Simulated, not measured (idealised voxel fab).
Title: Process Module voxel ribs on slabs
This is section cut - it's 185 nm across, gridded in 5 nm square cells.
How to read a cross-section here: the picture is a grid of square cells, written as bands going from the top down, and any band can span one or more rows of cells.
This entry defines a band. It first specifies the height of the band's top and the height of its bottom in nm, and then specifies the band's materials from left to right, stating each material with its width in nm. The word "edge to edge" identifies a single material that fills the band from edge to edge, while the word "empty" identifies empty space.
Where do heights start? At 0: under that level the wafer as delivered is made of one material only. And the lowest band has no floor; it just carries on downward, as in "top 0, no bottom".
Width spec "30 to 40" -> top row of cells at first value, bottom row at second value, equal per-row change in between.
A step reported as "remained unchanged" is a step in which no cell of the cross-section changed.
The entry titled "Listed closed voids" provides the empty spaces that have no open way to the top, restricted to those of 8 cells or more. Each is presented as width x height at distance, the distance being measured from the left edge, with all three in nm.
Whatever follows a step's settings on its line is a remark the simulator itself makes about that step.
The optional step-line setting "overlay nm" applies to steps with a mask and quantifies how far to the right of its planned location the mask lay, a negative value indicating leftward placement.
## Process steps (planned)
1) op RECEIVE | material Si
2) op DIRECTIONAL_DEP | material SiO2 | thk nm 25
3) op DIRECTIONAL_DEP | material SiN | thk nm 20
4) op MASKED_ETCH | tone cover | mask id RIB | width nm 25 | etch materials SiN | depth nm 10 | overlay nm 0
5) op MASKED_ETCH | tone cover | mask id SLAB | width nm 75 | etch materials SiN | depth nm 10 | overlay nm 0
6) op FILL_DEP | material SiO2 | thk nm 25
7) op CMP | height nm 60
8) op DIRECTIONAL_DEP | material TiN | thk nm 10
9) op MASKED_ETCH | tone cover | mask id HEATER | width nm 35 | etch materials TiN | depth nm 10 | overlay nm 0
10) op CONFORMAL_DEP | material SiO2 | thk nm 5
## Here's what the wafer looked like in cross-section when it arrived - that's after step 1
  top 0, no bottom: Si edge to edge
  Listed closed voids: none
## End-of-module cross-section. Starting structure and process plan as above; one mistake made in running it
  top 75, bottom 70: empty 70, SiO2 45, empty 70
  top 70, bottom 65: empty 70, SiO2 5, TiN 35, SiO2 5, empty 70
  top 65, bottom 60: SiO2 75, TiN 35, SiO2 75
  top 60, bottom 45: SiO2 edge to edge
  top 45, bottom 35: SiO2 80, SiN 25, SiO2 80
  top 35, bottom 25: SiO2 60, SiN 65, SiO2 60
  top 25, bottom 0: SiO2 edge to edge
  top 0, no bottom: Si edge to edge
  Listed closed voids: none
Processing error: planned and actual differ for step 5; actual: op MASKED_ETCH | tone cover | mask id SLAB | width nm 65 | etch materials SiN | depth nm 10 | overlay nm 0
